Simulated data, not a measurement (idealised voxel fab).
Process module name: voxel transistor to metal
In the cross-section labelled cut, the width is 210 nm and each square cell is 5 nm.
Cross-section spec: square-cell grid; bands listed top down; each band is one or more rows.
Each band's line starts with the height of the band's top and of its bottom, in nm. Then come its materials from left to right, each with its width in nm. One material with "all across" fills the band from edge to edge. "empty" is empty space.
Heights from 0 (as-received wafer is one material below). Bottom band endless downward, as "0 down".
So if you see something like "30..40" for the width, read it as the top row of the band sitting at the first number and the bottom row at the second, with every row in between moving by the same amount as the last.
"stayed the same" after a step means that no cell of the cross-section changed.
If an empty space has no open way to the top and is at least 8 cells in size, "Voids lacking openings" lists it, written width x height at distance, where distance is measured from the left edge and every value is in nm.
That trailing text on a step's line, after the settings, is the simulator's own remark on the step.
Among the settings permitted on a step's line is "overlay nm"; applied to a step with a mask, it specifies the extent to which the mask lay to the right of its planned position, whereas a negative figure signifies a position to the left.
## plan
1 RECEIVE, material Si
2 OXIDIZE, depth nm 5
3 CONFORMAL_DEP, material SiN, thk nm 10
4 DIRECTIONAL_DEP, material aC, thk nm 10
5 PATTERN, tone cover, mask id ACTIVE, material resist, width nm 85, thk nm 30, overlay nm 0
6 DIRECTIONAL_ETCH, etch materials aC, depth nm 10
7 STRIP, etch materials resist
8 DIRECTIONAL_ETCH, etch materials SiN, depth nm 10
9 DIRECTIONAL_ETCH, etch materials SiO2, depth nm 5
10 DIRECTIONAL_ETCH, etch materials Si, depth nm 25
11 STRIP, etch materials aC
12 OXIDIZE, depth nm 5
13 FILL_DEP, material SiO2, thk nm 15
14 CMP, height nm 10
15 SELECTIVE_ETCH, etch materials SiO2, depth nm 5
16 STRIP, etch materials SiN
17 SELECTIVE_ETCH, etch materials SiO2, depth nm 5
18 OXIDIZE, depth nm 5
19 DIRECTIONAL_DEP, material polySi, thk nm 25
20 DIRECTIONAL_DEP, material SiCN, thk nm 10
21 DIRECTIONAL_DEP, material aC, thk nm 15
22 PATTERN, tone cover, mask id GATE, material resist, width nm 15, thk nm 35, overlay nm 0
23 DIRECTIONAL_ETCH, etch materials aC, depth nm 15
24 STRIP, etch materials resist
25 DIRECTIONAL_ETCH, etch materials SiCN, depth nm 20
26 DIRECTIONAL_ETCH, etch materials polySi, depth nm 35
27 STRIP, etch materials aC
28 CONFORMAL_DEP, material SiO2, thk nm 5
29 DIRECTIONAL_ETCH, etch materials SiO2, depth nm 5
30 CONFORMAL_DEP, material SiN, thk nm 5
31 DIRECTIONAL_ETCH, etch materials SiN, depth nm 5
32 DIRECTIONAL_ETCH, etch materials SiO2, depth nm 5
33 EPI, material pSi, thk nm 5
34 FILL_DEP, material SiO2, thk nm 10
35 CMP, height nm 30
36 DIRECTIONAL_DEP, material SiO2, thk nm 15
37 PATTERN, tone open, mask id CONTACT, material resist, width nm 25, pitch nm 50, thk nm 20, overlay nm 0
38 DIRECTIONAL_ETCH, etch materials SiO2, depth nm 50
39 STRIP, etch materials resist
40 CONFORMAL_DEP, material TiN, thk nm 5
41 FILL_DEP, material W, thk nm 5
42 CMP, height nm 45
43 CONFORMAL_DEP, material SiN, thk nm 5
44 DIRECTIONAL_DEP, material lowk, thk nm 25
45 DIRECTIONAL_DEP, material aC, thk nm 10
46 PATTERN, tone open, mask id METAL_1, material resist, width nm 15, pitch nm 60, thk nm 25, overlay nm 0
47 DIRECTIONAL_ETCH, etch materials aC, depth nm 10
48 STRIP, etch materials resist
49 DIRECTIONAL_ETCH, etch materials lowk, depth nm 25
50 DIRECTIONAL_ETCH, etch materials SiN, depth nm 5
51 STRIP, etch materials aC
52 CONFORMAL_DEP, material TiN, thk nm 5
53 FILL_DEP, material W, thk nm 10
54 CMP, height nm 75
55 CONFORMAL_DEP, material SiCN, thk nm 5
56 DIRECTIONAL_DEP, material lowk, thk nm 35
57 PATTERN, tone open, mask id METAL_2, material resist, width nm 15, pitch nm 60, thk nm 20, overlay nm 0
58 DIRECTIONAL_ETCH, etch materials lowk, depth nm 20
59 STRIP, etch materials resist
60 PATTERN, tone open, mask id METAL_2_HOLES, material resist, width nm 15, pitch nm 60, thk nm 15, overlay nm 0
61 DIRECTIONAL_ETCH, etch materials lowk, depth nm 15
62 DIRECTIONAL_ETCH, etch materials SiCN, depth nm 5
63 STRIP, etch materials resist
64 CONFORMAL_DEP, material TiN, thk nm 5
65 FILL_DEP, material Cu, thk nm 5
66 CMP, height nm 115
67 CONFORMAL_DEP, material SiN, thk nm 5
## Cross-sectional view of the wafer in its as-received condition, corresponding to the state after step 1
  0 down = Si all across
  Voids lacking openings: none
## Post-module cross-section of the first of two wafers (run per plan)
  120 to 115 = SiN all across
  115 to 80 = 65 nm lowk, 5 nm TiN, 5 nm Cu, 5 nm TiN, 45 nm lowk, 5 nm TiN, 5 nm Cu, 5 nm TiN, 70 nm lowk
  80 to 75 = 65 nm SiCN, 15 nm TiN, 45 nm SiCN, 15 nm TiN, 70 nm SiCN
  75 to 50 = 65 nm lowk, 5 nm TiN, 5 nm W, 5 nm TiN, 45 nm lowk, 5 nm TiN, 5 nm W, 5 nm TiN, 70 nm lowk
  50 to 45 = 65 nm SiN, 15 nm TiN, 45 nm SiN, 15 nm TiN, 70 nm SiN
  45 to 35 = 65 nm SiO2, 5 nm TiN, 15 nm W, 5 nm TiN, 25 nm SiO2, 5 nm TiN, 15 nm W, 5 nm TiN, 70 nm SiO2
  35 to 30 = 65 nm SiO2, 5 nm TiN, 10 nm W, 10 nm TiN, 25 nm SiO2, 10 nm TiN, 10 nm W, 5 nm TiN, 70 nm SiO2
  30 to 20 = 65 nm SiO2, 5 nm TiN, 10 nm W, 5 nm TiN, 5 nm SiN, 5 nm SiO2, 15 nm SiCN, 5 nm SiO2, 5 nm SiN, 5 nm TiN, 10 nm W, 5 nm TiN, 70 nm SiO2
  20 to 0 = 65 nm SiO2, 5 nm TiN, 10 nm W, 5 nm TiN, 5 nm SiN, 5 nm SiO2, 15 nm polySi, 5 nm SiO2, 5 nm SiN, 5 nm TiN, 10 nm W, 5 nm TiN, 70 nm SiO2
  0 to -5 = 60 nm SiO2, 5 nm SiN, 20 nm TiN, 5 nm SiN, 5 nm SiO2, 15 nm polySi, 5 nm SiO2, 5 nm SiN, 20 nm TiN, 5 nm SiN, 65 nm SiO2
  -5 to -10 = 65 nm SiO2, 20 nm pSi, 35 nm SiO2, 20 nm pSi, 70 nm SiO2
  -10 to -35 = 65 nm SiO2, 75 nm Si, 70 nm SiO2
  -35 down = Si all across
  Voids lacking openings: none
## Wafer two cross-section, module end. Start and plan unchanged from wafer one; one mistake made during the run
  120 to 115 = SiN all across
  115 to 95 = 65 nm lowk, 5 nm TiN, 5 nm Cu, 5 nm TiN, 45 nm lowk, 5 nm TiN, 5 nm Cu, 5 nm TiN, 70 nm lowk
  95 to 90 = 65 nm SiCN, 15 nm TiN, 45 nm SiCN, 15 nm TiN, 70 nm SiCN
  90 to 80 = W all across
  80 to 75 = 70 nm TiN, 5 nm W, 55 nm TiN, 5 nm W, 75 nm TiN
  75 to 50 = 65 nm lowk, 5 nm TiN, 5 nm W, 5 nm TiN, 45 nm lowk, 5 nm TiN, 5 nm W, 5 nm TiN, 70 nm lowk
  50 to 45 = 65 nm SiN, 15 nm TiN, 45 nm SiN, 15 nm TiN, 70 nm SiN
  45 to 35 = 65 nm SiO2, 5 nm TiN, 15 nm W, 5 nm TiN, 25 nm SiO2, 5 nm TiN, 15 nm W, 5 nm TiN, 70 nm SiO2
  35 to 30 = 65 nm SiO2, 5 nm TiN, 10 nm W, 10 nm TiN, 25 nm SiO2, 10 nm TiN, 10 nm W, 5 nm TiN, 70 nm SiO2
  30 to 20 = 65 nm SiO2, 5 nm TiN, 10 nm W, 5 nm TiN, 5 nm SiN, 5 nm SiO2, 15 nm SiCN, 5 nm SiO2, 5 nm SiN, 5 nm TiN, 10 nm W, 5 nm TiN, 70 nm SiO2
  20 to 0 = 65 nm SiO2, 5 nm TiN, 10 nm W, 5 nm TiN, 5 nm SiN, 5 nm SiO2, 15 nm polySi, 5 nm SiO2, 5 nm SiN, 5 nm TiN, 10 nm W, 5 nm TiN, 70 nm SiO2
  0 to -5 = 60 nm SiO2, 5 nm SiN, 20 nm TiN, 5 nm SiN, 5 nm SiO2, 15 nm polySi, 5 nm SiO2, 5 nm SiN, 20 nm TiN, 5 nm SiN, 65 nm SiO2
  -5 to -10 = 65 nm SiO2, 20 nm pSi, 35 nm SiO2, 20 nm pSi, 70 nm SiO2
  -10 to -35 = 65 nm SiO2, 75 nm Si, 70 nm SiO2
  -35 down = Si all across
  Voids lacking openings: none
Diagnosis: with respect to the plan, step 54 was omitted and not executed
Looking at both finished wafers in cells, the second ends up ahead of or behind the first on some materials: Cu -6 | TiN +28 | W +86 | lowk -108
